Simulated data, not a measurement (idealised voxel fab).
The document below concerns the process module designated voxel tone inversion.
This is section cut - it's 230 nm across, gridded in 5 nm square cells.
Cross-section, as written here: a square-cell grid given band by band from the top down, where a band holds one or more rows of cells. First you get the band's top height and its bottom height, in nm, and then the materials it's made of, left to right, with each width in nm. If you see a single material with "all across", that one covers the band edge to edge. "blank" is empty space. The reference from which all heights are counted is 0, the level beneath which the as-received wafer is entirely one material; the lowest band, having no lower bound, proceeds downward and is written after the example "0 and below". Top row gets the first number, bottom row gets the second, and each row in between changes by the same step: that is how a band width like "30->40" works. Any step labelled "left unchanged" changed none of the cells in the cross-section. If an empty space has no open way to the top and is at least 8 cells in size, "Closed cavities" lists it, written width x height at distance, where distance is measured from the left edge and every value is in nm. That trailing text on a step's line, after the settings, is the simulator's own remark on the step. overlay nm: mask offset rightward from planned place, masked step; negative means leftward offset.

**plan**
| 1 | RECEIVE,material Si |
| 2 | CONFORMAL_DEP,material SiCN,thk nm 10 |
| 3 | DIRECTIONAL_DEP,material polySi,thk nm 20 |
| 4 | PATTERN,tone cover,mask id POSTS,material resist,width nm 15,pitch nm 40,thk nm 30,overlay nm 0 |
| 5 | DIRECTIONAL_ETCH,etch materials polySi,depth nm 20 |
| 6 | STRIP,etch materials resist |
| 7 | FILL_DEP,material lowk,thk nm 10 |
| 8 | CMP,height nm 30 |
| 9 | STRIP,etch materials polySi |
| 10 | CONFORMAL_DEP,material TiN,thk nm 5 |
| 11 | FILL_DEP,material Ru,thk nm 10 |
| 12 | CMP,height nm 30 |
| 13 | CONFORMAL_DEP,material SiN,thk nm 5 |

**Cross-section of the wafer as it came to us, i.e., already through step 1**
0 and below | Si all across
Closed cavities: none

**Cross-sectional result after module completion. Note: starting condition and plan are unchanged from above; one processing mistake was made**
35 down to 30 | SiN all across
30 down to 15 | lowk=60; TiN=5; Ru=15; TiN=5; lowk=15; TiN=5; Ru=15; TiN=5; lowk=15; TiN=5; Ru=15; TiN=5; lowk=65
15 down to 10 | lowk=60; TiN=25; lowk=15; TiN=25; lowk=15; TiN=25; lowk=65
10 down to 0 | SiCN all across
0 and below | Si all across
Closed cavities: none
Deviation from plan: step 4 did not happen as planned, as run it was PATTERN,tone cover,mask id POSTS,material resist,width nm 25,pitch nm 40,thk nm 30,overlay nm 0
